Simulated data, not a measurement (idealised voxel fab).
Presented below is a process module, voxel self aligned vias.
Square cell edge 5 nm, section width 205 nm, ID cut.
Reading order for cross-sections: top band down to bottom band. Underlying form: a grid of square cells. Band size: one or more rows of cells.
Per band: top height and bottom height in nm, followed by the left-to-right materials and their widths in nm; "throughout" marks a single material spanning edge to edge, "empty" marks empty space.
Beneath 0, the wafer as received is one material, and that level is where height counting begins. The lowest band goes on downward without a bottom; it is written like "0 -> down".
The two numbers in a width such as "30 to 40" mark its ends across the band: the first belongs to the top row of cells, the second to the bottom row, and from each row to the next the width moves by the same amount.
When a step is marked "stayed the same", none of the cells in the cross-section changed during that step.
Any empty space of 8 cells or more lacking an open way to the top shows up in "Encapsulated voids" as width x height at distance, distance from the left edge, in nm.
Whatever follows a step's settings on its line is a remark the simulator itself makes about that step.
overlay nm: how far to the right of its planned place the mask lay on this masked step (negative: to the left).
THE PROCESS STEPS THAT WERE PLANNED ARE LISTED BELOW
- 1: RECEIVE with material Si
- 2: CONFORMAL_DEP with material SiO2, thk nm 10
- 3: CONFORMAL_DEP with material SiCN, thk nm 5
- 4: DIRECTIONAL_DEP with material lowk, thk nm 30
- 5: DIRECTIONAL_DEP with material aC, thk nm 10
- 6: PATTERN with tone open, mask id LINES, material resist, width nm 25, pitch nm 60, thk nm 25, overlay nm 0
- 7: DIRECTIONAL_ETCH with etch materials aC, depth nm 10
- 8: STRIP with etch materials resist
- 9: DIRECTIONAL_ETCH with etch materials lowk, depth nm 30
- 10: STRIP with etch materials aC
- 11: CONFORMAL_DEP with material TiN, thk nm 5
- 12: FILL_DEP with material W, thk nm 5
- 13: CMP with height nm 45
- 14: SELECTIVE_ETCH with etch materials W Ru TiN, depth nm 10
- 15: FILL_DEP with material SiN, thk nm 10
- 16: CMP with height nm 45
- 17: DIRECTIONAL_DEP with material lowk, thk nm 15
- 18: PATTERN with tone open, mask id VIAS, material resist, width nm 45, pitch nm 60, thk nm 15, overlay nm 0
- 19: DIRECTIONAL_ETCH with etch materials lowk, depth nm 15
- 20: DIRECTIONAL_ETCH with etch materials SiN, depth nm 10
- 21: STRIP with etch materials resist
- 22: CONFORMAL_DEP with material TiN, thk nm 5
- 23: FILL_DEP with material Ru, thk nm 10
- 24: CMP with height nm 60
- 25: CONFORMAL_DEP with material SiN, thk nm 5
FIRST OF TWO WAFERS, WITH THE RUN CARRIED OUT AS PLANNED
CROSS-SECTION OF THE INCOMING WAFER, STATE AFTER STEP 1
	0 -> down  Si throughout
	Encapsulated voids: none
PRESENTED HERE IS A CROSS-SECTION OF THE WAFER AFTER STEP 2 HAS BEEN PERFORMED
	10 -> 0  SiO2 throughout
	Whatever lies below 0 is exactly as it was before.
PRESENTED HERE IS A CROSS-SECTION OF THE WAFER AFTER STEP 3 HAS BEEN PERFORMED
	15 -> 10  SiCN throughout
	Whatever lies below 10 is exactly as it was before.
PRESENTED HERE IS A CROSS-SECTION OF THE WAFER AFTER STEP 4 HAS BEEN PERFORMED
	45 -> 15  lowk throughout
	Whatever lies below 15 is exactly as it was before.
PRESENTED HERE IS A CROSS-SECTION OF THE WAFER AFTER STEP 5 HAS BEEN PERFORMED
	55 -> 45  aC throughout
	Whatever lies below 45 is exactly as it was before.
PRESENTED HERE IS A CROSS-SECTION OF THE WAFER AFTER STEP 6 HAS BEEN PERFORMED
	80 -> 55  60 nm resist, then 25 nm empty, then 35 nm resist, then 25 nm empty, then 60 nm resist
	Whatever lies below 55 is exactly as it was before.
PRESENTED HERE IS A CROSS-SECTION OF THE WAFER AFTER STEP 7 HAS BEEN PERFORMED
	70 -> 55  60 nm resist, then 25 nm empty, then 35 nm resist, then 25 nm empty, then 60 nm resist
	55 -> 45  60 nm aC, then 25 nm empty, then 35 nm aC, then 25 nm empty, then 60 nm aC
	Whatever lies below 45 is exactly as it was before.
PRESENTED HERE IS A CROSS-SECTION OF THE WAFER AFTER STEP 8 HAS BEEN PERFORMED
	55 -> 45  60 nm aC, then 25 nm empty, then 35 nm aC, then 25 nm empty, then 60 nm aC
	Whatever lies below 45 is exactly as it was before.
PRESENTED HERE IS A CROSS-SECTION OF THE WAFER AFTER STEP 9 HAS BEEN PERFORMED
	55 -> 45  60 nm aC, then 25 nm empty, then 35 nm aC, then 25 nm empty, then 60 nm aC
	45 -> 15  60 nm lowk, then 25 nm empty, then 35 nm lowk, then 25 nm empty, then 60 nm lowk
	Whatever lies below 15 is exactly as it was before.
PRESENTED HERE IS A CROSS-SECTION OF THE WAFER AFTER STEP 10 HAS BEEN PERFORMED
	45 -> 15  60 nm lowk, then 25 nm empty, then 35 nm lowk, then 25 nm empty, then 60 nm lowk
	Whatever lies below 15 is exactly as it was before.
PRESENTED HERE IS A CROSS-SECTION OF THE WAFER AFTER STEP 11 HAS BEEN PERFORMED
	50 -> 45  65 nm TiN, then 15 nm empty, then 45 nm TiN, then 15 nm empty, then 65 nm TiN
	45 -> 20  60 nm lowk, then 5 nm TiN, then 15 nm empty, then 5 nm TiN, then 35 nm lowk, then 5 nm TiN, then 15 nm empty, then 5 nm TiN, then 60 nm lowk
	20 -> 15  60 nm lowk, then 25 nm TiN, then 35 nm lowk, then 25 nm TiN, then 60 nm lowk
	Whatever lies below 15 is exactly as it was before.
PRESENTED HERE IS A CROSS-SECTION OF THE WAFER AFTER STEP 12 HAS BEEN PERFORMED
	55 -> 50  W throughout
	50 -> 45  65 nm TiN, then 15 nm W, then 45 nm TiN, then 15 nm W, then 65 nm TiN
	45 -> 20  60 nm lowk, then 5 nm TiN, then 15 nm W, then 5 nm TiN, then 35 nm lowk, then 5 nm TiN, then 15 nm W, then 5 nm TiN, then 60 nm lowk
	Whatever lies below 20 is exactly as it was before.
PRESENTED HERE IS A CROSS-SECTION OF THE WAFER AFTER STEP 13 HAS BEEN PERFORMED
	45 -> 20  60 nm lowk, then 5 nm TiN, then 15 nm W, then 5 nm TiN, then 35 nm lowk, then 5 nm TiN, then 15 nm W, then 5 nm TiN, then 60 nm lowk
	Whatever lies below 20 is exactly as it was before.
PRESENTED HERE IS A CROSS-SECTION OF THE WAFER AFTER STEP 14 HAS BEEN PERFORMED
	45 -> 35  60 nm lowk, then 25 nm empty, then 35 nm lowk, then 25 nm empty, then 60 nm lowk
	Whatever lies below 35 is exactly as it was before.
PRESENTED HERE IS A CROSS-SECTION OF THE WAFER AFTER STEP 15 HAS BEEN PERFORMED
	55 -> 45  SiN throughout
	45 -> 35  60 nm lowk, then 25 nm SiN, then 35 nm lowk, then 25 nm SiN, then 60 nm lowk
	Whatever lies below 35 is exactly as it was before.
PRESENTED HERE IS A CROSS-SECTION OF THE WAFER AFTER STEP 16 HAS BEEN PERFORMED
	45 -> 35  60 nm lowk, then 25 nm SiN, then 35 nm lowk, then 25 nm SiN, then 60 nm lowk
	Whatever lies below 35 is exactly as it was before.
PRESENTED HERE IS A CROSS-SECTION OF THE WAFER AFTER STEP 17 HAS BEEN PERFORMED
	60 -> 45  lowk throughout
	Whatever lies below 45 is exactly as it was before.
PRESENTED HERE IS A CROSS-SECTION OF THE WAFER AFTER STEP 18 HAS BEEN PERFORMED
	75 -> 60  50 nm resist, then 45 nm empty, then 15 nm resist, then 45 nm empty, then 50 nm resist
	Whatever lies below 60 is exactly as it was before.
PRESENTED HERE IS A CROSS-SECTION OF THE WAFER AFTER STEP 19 HAS BEEN PERFORMED
	75 -> 60  50 nm resist, then 45 nm empty, then 15 nm resist, then 45 nm empty, then 50 nm resist
	60 -> 45  50 nm lowk, then 45 nm empty, then 15 nm lowk, then 45 nm empty, then 50 nm lowk
	Whatever lies below 45 is exactly as it was before.
PRESENTED HERE IS A CROSS-SECTION OF THE WAFER AFTER STEP 20 HAS BEEN PERFORMED
	75 -> 60  50 nm resist, then 45 nm empty, then 15 nm resist, then 45 nm empty, then 50 nm resist
	60 -> 45  50 nm lowk, then 45 nm empty, then 15 nm lowk, then 45 nm empty, then 50 nm lowk
	45 -> 35  60 nm lowk, then 25 nm empty, then 35 nm lowk, then 25 nm empty, then 60 nm lowk
	Whatever lies below 35 is exactly as it was before.
PRESENTED HERE IS A CROSS-SECTION OF THE WAFER AFTER STEP 21 HAS BEEN PERFORMED
	60 -> 45  50 nm lowk, then 45 nm empty, then 15 nm lowk, then 45 nm empty, then 50 nm lowk
	Whatever lies below 45 is exactly as it was before.
PRESENTED HERE IS A CROSS-SECTION OF THE WAFER AFTER STEP 22 HAS BEEN PERFORMED
	65 -> 60  55 nm TiN, then 35 nm empty, then 25 nm TiN, then 35 nm empty, then 55 nm TiN
	60 -> 50  50 nm lowk, then 5 nm TiN, then 35 nm empty, then 5 nm TiN, then 15 nm lowk, then 5 nm TiN, then 35 nm empty, then 5 nm TiN, then 50 nm lowk
	50 -> 40  50 to 60 nm lowk, then 15 to 5 nm TiN, then 15 nm empty, then 15 to 5 nm TiN, then 15 to 35 nm lowk, then 15 to 5 nm TiN, then 15 nm empty, then 15 to 5 nm TiN, then 50 to 60 nm lowk
	40 -> 35  60 nm lowk, then 25 nm TiN, then 35 nm lowk, then 25 nm TiN, then 60 nm lowk
	Whatever lies below 35 is exactly as it was before.
PRESENTED HERE IS A CROSS-SECTION OF THE WAFER AFTER STEP 23 HAS BEEN PERFORMED
	75 -> 65  Ru throughout
	65 -> 60  55 nm TiN, then 35 nm Ru, then 25 nm TiN, then 35 nm Ru, then 55 nm TiN
	60 -> 50  50 nm lowk, then 5 nm TiN, then 35 nm Ru, then 5 nm TiN, then 15 nm lowk, then 5 nm TiN, then 35 nm Ru, then 5 nm TiN, then 50 nm lowk
	50 -> 40  50 to 60 nm lowk, then 15 to 5 nm TiN, then 15 nm Ru, then 15 to 5 nm TiN, then 15 to 35 nm lowk, then 15 to 5 nm TiN, then 15 nm Ru, then 15 to 5 nm TiN, then 50 to 60 nm lowk
	Whatever lies below 40 is exactly as it was before.
PRESENTED HERE IS A CROSS-SECTION OF THE WAFER AFTER STEP 24 HAS BEEN PERFORMED
	60 -> 50  50 nm lowk, then 5 nm TiN, then 35 nm Ru, then 5 nm TiN, then 15 nm lowk, then 5 nm TiN, then 35 nm Ru, then 5 nm TiN, then 50 nm lowk
	Whatever lies below 50 is exactly as it was before.
PRESENTED HERE IS A CROSS-SECTION OF THE WAFER AFTER STEP 25 HAS BEEN PERFORMED
	65 -> 60  SiN throughout
	Whatever lies below 60 is exactly as it was before.
IT IS TO BE NOTED THAT THE SECOND WAFER PROCEEDED FROM THE SAME INITIAL STATE AND ACCORDING TO THE SAME PLAN AS THE FIRST, ALTHOUGH ONE MISTAKE WAS COMMITTED IN ITS EXECUTION; THROUGH STEP 18, INCLUSIVE, THE TWO WAFERS SHARE AN IDENTICAL HISTORY
AT THE PLANNED END OF STEP 19, THE SECOND WAFER IN CROSS-SECTION
	75 -> 60  50 nm resist, then 45 nm empty, then 15 nm resist, then 45 nm empty, then 50 nm resist
	60 -> 45  50 nm lowk, then 45 nm empty, then 15 nm lowk, then 45 nm empty, then 50 nm lowk
	45 -> 40  50 nm lowk, then 10 nm empty, then 25 nm SiN, then 10 nm empty, then 15 nm lowk, then 10 nm empty, then 25 nm SiN, then 10 nm empty, then 50 nm lowk
	Whatever lies below 40 is exactly as it was before.
AT THE PLANNED END OF STEP 20, THE SECOND WAFER IN CROSS-SECTION
	75 -> 60  50 nm resist, then 45 nm empty, then 15 nm resist, then 45 nm empty, then 50 nm resist
	60 -> 40  50 nm lowk, then 45 nm empty, then 15 nm lowk, then 45 nm empty, then 50 nm lowk
	40 -> 35  60 nm lowk, then 25 nm empty, then 35 nm lowk, then 25 nm empty, then 60 nm lowk
	Whatever lies below 35 is exactly as it was before.
AT THE PLANNED END OF STEP 21, THE SECOND WAFER IN CROSS-SECTION
	60 -> 40  50 nm lowk, then 45 nm empty, then 15 nm lowk, then 45 nm empty, then 50 nm lowk
	Whatever lies below 40 is exactly as it was before.
AT THE PLANNED END OF STEP 22, THE SECOND WAFER IN CROSS-SECTION
	65 -> 60  55 nm TiN, then 35 nm empty, then 25 nm TiN, then 35 nm empty, then 55 nm TiN
	60 -> 45  50 nm lowk, then 5 nm TiN, then 35 nm empty, then 5 nm TiN, then 15 nm lowk, then 5 nm TiN, then 35 nm empty, then 5 nm TiN, then 50 nm lowk
	45 -> 40  50 nm lowk, then 15 nm TiN, then 15 nm empty, then 15 nm TiN, then 15 nm lowk, then 15 nm TiN, then 15 nm empty, then 15 nm TiN, then 50 nm lowk
	40 -> 35  60 nm lowk, then 25 nm TiN, then 35 nm lowk, then 25 nm TiN, then 60 nm lowk
	Whatever lies below 35 is exactly as it was before.
AT THE PLANNED END OF STEP 23, THE SECOND WAFER IN CROSS-SECTION
	75 -> 65  Ru throughout
	65 -> 60  55 nm TiN, then 35 nm Ru, then 25 nm TiN, then 35 nm Ru, then 55 nm TiN
	60 -> 45  50 nm lowk, then 5 nm TiN, then 35 nm Ru, then 5 nm TiN, then 15 nm lowk, then 5 nm TiN, then 35 nm Ru, then 5 nm TiN, then 50 nm lowk
	45 -> 40  50 nm lowk, then 15 nm TiN, then 15 nm Ru, then 15 nm TiN, then 15 nm lowk, then 15 nm TiN, then 15 nm Ru, then 15 nm TiN, then 50 nm lowk
	Whatever lies below 40 is exactly as it was before.
AT THE PLANNED END OF STEP 24, THE SECOND WAFER IN CROSS-SECTION
	60 -> 45  50 nm lowk, then 5 nm TiN, then 35 nm Ru, then 5 nm TiN, then 15 nm lowk, then 5 nm TiN, then 35 nm Ru, then 5 nm TiN, then 50 nm lowk
	Whatever lies below 45 is exactly as it was before.
AT THE PLANNED END OF STEP 25, THE SECOND WAFER IN CROSS-SECTION
	65 -> 60  SiN throughout
	Whatever lies below 60 is exactly as it was before.
Run error: step 19 deviated from plan and actually ran as DIRECTIONAL_ETCH with etch materials lowk, depth nm 20
Counted in cells at the end, the second wafer holds more or fewer of these materials than the first: 8 more of Ru; 8 fewer of lowk
